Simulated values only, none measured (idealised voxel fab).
The following process module bears the name voxel self aligned vias.
The figure presents cross-section cut, which has a width of 245 nm and is divided into square cells with an edge length of 5 nm.
Cross-section format: a grid of square cells, given as bands from top to bottom; each band is one or more rows of cells. This entry defines a band. It first specifies the height of the band's top and the height of its bottom in nm, and then specifies the band's materials from left to right, stating each material with its width in nm. The word "edge to edge" identifies a single material that fills the band from edge to edge, while the word "empty" identifies empty space. Height 0 is the level under which the wafer as received is all one material. The lowest band goes on downwards, as in "from 0 down". You'd read "30 to 40" like this: the band's top row of cells is as wide as the first number, its bottom row is as wide as the second, and going down, every row changes width by the same amount as the row before did. "all unchanged" (step): cross-section cells unchanged, all of them. Listed in "Non-vented voids": every empty space of 8 or more cells without an open way to the top. Form: width x height at distance, the distance being from the left edge, all in nm. Step line, after settings: the simulator's comment on this step. Steps that use a mask can have "overlay nm" on their line. It says how far the mask sat to the right of where it was meant to be. Negative means to the left.

### Steps planned for the process
step 1: RECEIVE: material Si
step 2: CONFORMAL_DEP: material SiO2, thk nm 15
step 3: CONFORMAL_DEP: material SiCN, thk nm 5
step 4: DIRECTIONAL_DEP: material lowk, thk nm 20
step 5: DIRECTIONAL_DEP: material aC, thk nm 10
step 6: PATTERN: tone open, mask id LINES, material resist, width nm 30, pitch nm 70, thk nm 30, overlay nm 0
step 7: DIRECTIONAL_ETCH: etch materials aC, depth nm 10
step 8: STRIP: etch materials resist
step 9: DIRECTIONAL_ETCH: etch materials lowk, depth nm 20
step 10: STRIP: etch materials aC
step 11: CONFORMAL_DEP: material TiN, thk nm 5
step 12: FILL_DEP: material W, thk nm 10
step 13: CMP: height nm 40
step 14: SELECTIVE_ETCH: etch materials W Ru TiN, depth nm 10
step 15: FILL_DEP: material SiN, thk nm 10
step 16: CMP: height nm 40
step 17: DIRECTIONAL_DEP: material lowk, thk nm 20
step 18: PATTERN: tone open, mask id VIAS, material resist, width nm 40, pitch nm 70, thk nm 15, overlay nm 0
step 19: DIRECTIONAL_ETCH: etch materials lowk, depth nm 20
step 20: DIRECTIONAL_ETCH: etch materials SiN, depth nm 10
step 21: STRIP: etch materials resist
step 22: CONFORMAL_DEP: material TiN, thk nm 5
step 23: FILL_DEP: material Ru, thk nm 10
step 24: CMP: height nm 60
step 25: CONFORMAL_DEP: material SiCN, thk nm 5

### First of two wafers, processed according to plan

### Received-state cross-section, reflecting completion of step 1
  from 0 down = Si edge to edge
  Non-vented voids: none

### The wafer in cross-section once step 2 is complete
  from 15 to 0 = SiO2 edge to edge
  below 0: unchanged

### The wafer in cross-section once step 3 is complete
  from 20 to 15 = SiCN edge to edge
  below 15: unchanged

### The wafer in cross-section once step 4 is complete
  from 40 to 20 = lowk edge to edge
  below 20: unchanged

### The wafer in cross-section once step 5 is complete
  from 50 to 40 = aC edge to edge
  below 40: unchanged

### The wafer in cross-section once step 6 is complete
  from 80 to 50 = resist (35), empty (30), resist (40), empty (30), resist (40), empty (30), resist (40)
  below 50: unchanged

### The wafer in cross-section once step 7 is complete
  from 70 to 50 = resist (35), empty (30), resist (40), empty (30), resist (40), empty (30), resist (40)
  from 50 to 40 = aC (35), empty (30), aC (40), empty (30), aC (40), empty (30), aC (40)
  below 40: unchanged

### The wafer in cross-section once step 8 is complete
  from 50 to 40 = aC (35), empty (30), aC (40), empty (30), aC (40), empty (30), aC (40)
  below 40: unchanged

### The wafer in cross-section once step 9 is complete
  from 50 to 40 = aC (35), empty (30), aC (40), empty (30), aC (40), empty (30), aC (40)
  from 40 to 20 = lowk (35), empty (30), lowk (40), empty (30), lowk (40), empty (30), lowk (40)
  below 20: unchanged

### The wafer in cross-section once step 10 is complete
  from 40 to 20 = lowk (35), empty (30), lowk (40), empty (30), lowk (40), empty (30), lowk (40)
  below 20: unchanged

### The wafer in cross-section once step 11 is complete
  from 45 to 40 = TiN (40), empty (20), TiN (50), empty (20), TiN (50), empty (20), TiN (45)
  from 40 to 25 = lowk (35), TiN (5), empty (20), TiN (5), lowk (40), TiN (5), empty (20), TiN (5), lowk (40), TiN (5), empty (20), TiN (5), lowk (40)
  from 25 to 20 = lowk (35), TiN (30), lowk (40), TiN (30), lowk (40), TiN (30), lowk (40)
  below 20: unchanged

### The wafer in cross-section once step 12 is complete
  from 55 to 45 = W edge to edge
  from 45 to 40 = TiN (40), W (20), TiN (50), W (20), TiN (50), W (20), TiN (45)
  from 40 to 25 = lowk (35), TiN (5), W (20), TiN (5), lowk (40), TiN (5), W (20), TiN (5), lowk (40), TiN (5), W (20), TiN (5), lowk (40)
  below 25: unchanged

### The wafer in cross-section once step 13 is complete
  from 40 to 25 = lowk (35), TiN (5), W (20), TiN (5), lowk (40), TiN (5), W (20), TiN (5), lowk (40), TiN (5), W (20), TiN (5), lowk (40)
  below 25: unchanged

### The wafer in cross-section once step 14 is complete
  from 40 to 30 = lowk (35), empty (30), lowk (40), empty (30), lowk (40), empty (30), lowk (40)
  below 30: unchanged

### The wafer in cross-section once step 15 is complete
  from 50 to 40 = SiN edge to edge
  from 40 to 30 = lowk (35), SiN (30), lowk (40), SiN (30), lowk (40), SiN (30), lowk (40)
  below 30: unchanged

### The wafer in cross-section once step 16 is complete
  from 40 to 30 = lowk (35), SiN (30), lowk (40), SiN (30), lowk (40), SiN (30), lowk (40)
  below 30: unchanged

### The wafer in cross-section once step 17 is complete
  from 60 to 40 = lowk edge to edge
  below 40: unchanged

### The wafer in cross-section once step 18 is complete
  from 75 to 60 = resist (30), empty (40), resist (30), empty (40), resist (30), empty (40), resist (35)
  below 60: unchanged

### The wafer in cross-section once step 19 is complete
  from 75 to 60 = resist (30), empty (40), resist (30), empty (40), resist (30), empty (40), resist (35)
  from 60 to 40 = lowk (30), empty (40), lowk (30), empty (40), lowk (30), empty (40), lowk (35)
  below 40: unchanged

### The wafer in cross-section once step 20 is complete
  from 75 to 60 = resist (30), empty (40), resist (30), empty (40), resist (30), empty (40), resist (35)
  from 60 to 40 = lowk (30), empty (40), lowk (30), empty (40), lowk (30), empty (40), lowk (35)
  from 40 to 30 = lowk (35), empty (30), lowk (40), empty (30), lowk (40), empty (30), lowk (40)
  below 30: unchanged

### The wafer in cross-section once step 21 is complete
  from 60 to 40 = lowk (30), empty (40), lowk (30), empty (40), lowk (30), empty (40), lowk (35)
  below 40: unchanged

### The wafer in cross-section once step 22 is complete
  from 65 to 60 = TiN (35), empty (30), TiN (40), empty (30), TiN (40), empty (30), TiN (40)
  from 60 to 45 = lowk (30), TiN (5), empty (30), TiN (5), lowk (30), TiN (5), empty (30), TiN (5), lowk (30), TiN (5), empty (30), TiN (5), lowk (35)
  from 45 to 35 = lowk (30 to 35), TiN (10 to 5), empty (20), TiN (10 to 5), lowk (30 to 40), TiN (10 to 5), empty (20), TiN (10 to 5), lowk (30 to 40), TiN (10 to 5), empty (20), TiN (10 to 5), lowk (35 to 40)
  from 35 to 30 = lowk (35), TiN (30), lowk (40), TiN (30), lowk (40), TiN (30), lowk (40)
  below 30: unchanged

### The wafer in cross-section once step 23 is complete
  from 75 to 65 = Ru edge to edge
  from 65 to 60 = TiN (35), Ru (30), TiN (40), Ru (30), TiN (40), Ru (30), TiN (40)
  from 60 to 45 = lowk (30), TiN (5), Ru (30), TiN (5), lowk (30), TiN (5), Ru (30), TiN (5), lowk (30), TiN (5), Ru (30), TiN (5), lowk (35)
  from 45 to 35 = lowk (30 to 35), TiN (10 to 5), Ru (20), TiN (10 to 5), lowk (30 to 40), TiN (10 to 5), Ru (20), TiN (10 to 5), lowk (30 to 40), TiN (10 to 5), Ru (20), TiN (10 to 5), lowk (35 to 40)
  below 35: unchanged

### The wafer in cross-section once step 24 is complete
  from 60 to 45 = lowk (30), TiN (5), Ru (30), TiN (5), lowk (30), TiN (5), Ru (30), TiN (5), lowk (30), TiN (5), Ru (30), TiN (5), lowk (35)
  below 45: unchanged

### The wafer in cross-section once step 25 is complete
  from 65 to 60 = SiCN edge to edge
  below 60: unchanged

### Notes, second wafer: start = first wafer's, plan = first wafer's, execution had one mistake; history identical to first through step 1

Cross-section: second wafer, time at which step 2 was scheduled to end: all unchanged

### Cross-section: second wafer, time at which step 3 was scheduled to end
  from 5 to 0 = SiCN edge to edge
  below 0: unchanged

### Cross-section: second wafer, time at which step 4 was scheduled to end
  from 25 to 5 = lowk edge to edge
  below 5: unchanged

### Cross-section: second wafer, time at which step 5 was scheduled to end
  from 35 to 25 = aC edge to edge
  below 25: unchanged

### Cross-section: second wafer, time at which step 6 was scheduled to end
  from 65 to 35 = resist (35), empty (30), resist (40), empty (30), resist (40), empty (30), resist (40)
  below 35: unchanged

### Cross-section: second wafer, time at which step 7 was scheduled to end
  from 55 to 35 = resist (35), empty (30), resist (40), empty (30), resist (40), empty (30), resist (40)
  from 35 to 25 = aC (35), empty (30), aC (40), empty (30), aC (40), empty (30), aC (40)
  below 25: unchanged

### Cross-section: second wafer, time at which step 8 was scheduled to end
  from 35 to 25 = aC (35), empty (30), aC (40), empty (30), aC (40), empty (30), aC (40)
  below 25: unchanged

### Cross-section: second wafer, time at which step 9 was scheduled to end
  from 35 to 25 = aC (35), empty (30), aC (40), empty (30), aC (40), empty (30), aC (40)
  from 25 to 5 = lowk (35), empty (30), lowk (40), empty (30), lowk (40), empty (30), lowk (40)
  below 5: unchanged

### Cross-section: second wafer, time at which step 10 was scheduled to end
  from 25 to 5 = lowk (35), empty (30), lowk (40), empty (30), lowk (40), empty (30), lowk (40)
  below 5: unchanged

### Cross-section: second wafer, time at which step 11 was scheduled to end
  from 30 to 25 = TiN (40), empty (20), TiN (50), empty (20), TiN (50), empty (20), TiN (45)
  from 25 to 10 = lowk (35), TiN (5), empty (20), TiN (5), lowk (40), TiN (5), empty (20), TiN (5), lowk (40), TiN (5), empty (20), TiN (5), lowk (40)
  from 10 to 5 = lowk (35), TiN (30), lowk (40), TiN (30), lowk (40), TiN (30), lowk (40)
  below 5: unchanged

### Cross-section: second wafer, time at which step 12 was scheduled to end
  from 40 to 30 = W edge to edge
  from 30 to 25 = TiN (40), W (20), TiN (50), W (20), TiN (50), W (20), TiN (45)
  from 25 to 10 = lowk (35), TiN (5), W (20), TiN (5), lowk (40), TiN (5), W (20), TiN (5), lowk (40), TiN (5), W (20), TiN (5), lowk (40)
  below 10: unchanged

Cross-section: second wafer, time at which step 13 was scheduled to end: all unchanged

### Cross-section: second wafer, time at which step 14 was scheduled to end
  from 30 to 25 = TiN (40), W (20), TiN (50), W (20), TiN (50), W (20), TiN (45)
  below 25: unchanged

### Cross-section: second wafer, time at which step 15 was scheduled to end
  from 40 to 30 = SiN edge to edge
  below 30: unchanged

Cross-section: second wafer, time at which step 16 was scheduled to end: all unchanged

### Cross-section: second wafer, time at which step 17 was scheduled to end
  from 60 to 40 = lowk edge to edge
  below 40: unchanged

### Cross-section: second wafer, time at which step 18 was scheduled to end
  from 75 to 60 = resist (30), empty (40), resist (30), empty (40), resist (30), empty (40), resist (35)
  below 60: unchanged

### Cross-section: second wafer, time at which step 19 was scheduled to end
  from 75 to 60 = resist (30), empty (40), resist (30), empty (40), resist (30), empty (40), resist (35)
  from 60 to 40 = lowk (30), empty (40), lowk (30), empty (40), lowk (30), empty (40), lowk (35)
  below 40: unchanged

### Cross-section: second wafer, time at which step 20 was scheduled to end
  from 75 to 60 = resist (30), empty (40), resist (30), empty (40), resist (30), empty (40), resist (35)
  from 60 to 40 = lowk (30), empty (40), lowk (30), empty (40), lowk (30), empty (40), lowk (35)
  from 40 to 30 = SiN (30), empty (40), SiN (30), empty (40), SiN (30), empty (40), SiN (35)
  below 30: unchanged

### Cross-section: second wafer, time at which step 21 was scheduled to end
  from 60 to 40 = lowk (30), empty (40), lowk (30), empty (40), lowk (30), empty (40), lowk (35)
  below 40: unchanged

### Cross-section: second wafer, time at which step 22 was scheduled to end
  from 65 to 60 = TiN (35), empty (30), TiN (40), empty (30), TiN (40), empty (30), TiN (40)
  from 60 to 40 = lowk (30), TiN (5), empty (30), TiN (5), lowk (30), TiN (5), empty (30), TiN (5), lowk (30), TiN (5), empty (30), TiN (5), lowk (35)
  from 40 to 35 = SiN (30), TiN (5), empty (30), TiN (5), SiN (30), TiN (5), empty (30), TiN (5), SiN (30), TiN (5), empty (30), TiN (5), SiN (35)
  from 35 to 30 = SiN (30), TiN (40), SiN (30), TiN (40), SiN (30), TiN (40), SiN (35)
  below 30: unchanged

### Cross-section: second wafer, time at which step 23 was scheduled to end
  from 75 to 65 = Ru edge to edge
  from 65 to 60 = TiN (35), Ru (30), TiN (40), Ru (30), TiN (40), Ru (30), TiN (40)
  from 60 to 40 = lowk (30), TiN (5), Ru (30), TiN (5), lowk (30), TiN (5), Ru (30), TiN (5), lowk (30), TiN (5), Ru (30), TiN (5), lowk (35)
  from 40 to 35 = SiN (30), TiN (5), Ru (30), TiN (5), SiN (30), TiN (5), Ru (30), TiN (5), SiN (30), TiN (5), Ru (30), TiN (5), SiN (35)
  below 35: unchanged

### Cross-section: second wafer, time at which step 24 was scheduled to end
  from 60 to 40 = lowk (30), TiN (5), Ru (30), TiN (5), lowk (30), TiN (5), Ru (30), TiN (5), lowk (30), TiN (5), Ru (30), TiN (5), lowk (35)
  below 40: unchanged

### Cross-section: second wafer, time at which step 25 was scheduled to end
  from 65 to 60 = SiCN edge to edge
  below 60: unchanged
Run error: plan step 2: skipped, not run
The final cell counts differ between the wafers, with the second having more or fewer of some materials than the first: Ru +12, SiN +50, SiO2 -147, TiN +49, W +36
